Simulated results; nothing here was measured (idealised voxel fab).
voxel tone inversion: a process module
Cross-sectional view cut (width: 210 nm; square cell size: 5 nm).
Square cells in a grid make up a cross-section in this document, and the grid is given as bands, listed from the top down, each one or more rows of cells. It is stipulated that each band's entry specify, in nanometres, the height of the top of the band and then that of its bottom, followed by the materials of the band in left-to-right sequence, each together with its width in nanometres. A single material marked by the word "edge to edge" is understood to fill the band from edge to edge; the word "empty" is understood to denote empty space. Height datum 0, below which the as-received substrate wafer is one material. Lowest band open at the bottom, running downward: "top 0, no bottom". Read "30->40" as a graded width: first number on top, second number at the bottom, same change between each pair of neighbouring rows. The designation "no modification", where it is given for a processing step, indicates that no cell of the cross-section was altered in the course of that step. "Non-vented voids": sealed empty spaces, 8 cells or more, no open way to top, listed width x height at distance, with distance from the left edge and width, height and distance in nm. Heads up: the bit after the settings on a step's line is the simulator's remark on that step. Each step line may optionally specify "overlay nm", which for a step with a mask gives the rightward distance between the mask's planned place and where it lay, a negative value indicating the leftward direction.

**Process steps foreseen in the plan**
1: RECEIVE with material Si
2: CONFORMAL_DEP with material SiCN, thk nm 10
3: DIRECTIONAL_DEP with material aC, thk nm 15
4: PATTERN with tone cover, mask id POSTS, material resist, width nm 15, pitch nm 30, thk nm 25, overlay nm 0
5: DIRECTIONAL_ETCH with etch materials aC, depth nm 15
6: STRIP with etch materials resist
7: FILL_DEP with material lowk, thk nm 10
8: CMP with height nm 25
9: STRIP with etch materials aC

**Incoming wafer in cross-section (state: after step 1)**
> top 0, no bottom = Si edge to edge
> Non-vented voids: none

**The first of the two wafers as seen in cross-section once the module was finished; processing followed the plan**
> top 25, bottom 10 = lowk: 80  empty: 15  lowk: 15  empty: 15  lowk: 85
> top 10, bottom 0 = SiCN edge to edge
> top 0, no bottom = Si edge to edge
> Non-vented voids: none

**Second wafer through the module, sectioned at the end: same beginning and same plan as the first wafer, with one mistake in carrying it out**
> top 25, bottom 10 = lowk edge to edge
> top 10, bottom 0 = SiCN edge to edge
> top 0, no bottom = Si edge to edge
> Non-vented voids: none
Here's what went sideways: step 3 was not run as planned; what actually ran was DIRECTIONAL_DEP with material lowk, thk nm 15
Once processing is complete, comparing cell counts shows that the second wafer has more or fewer of certain materials than the first: +18 lowk
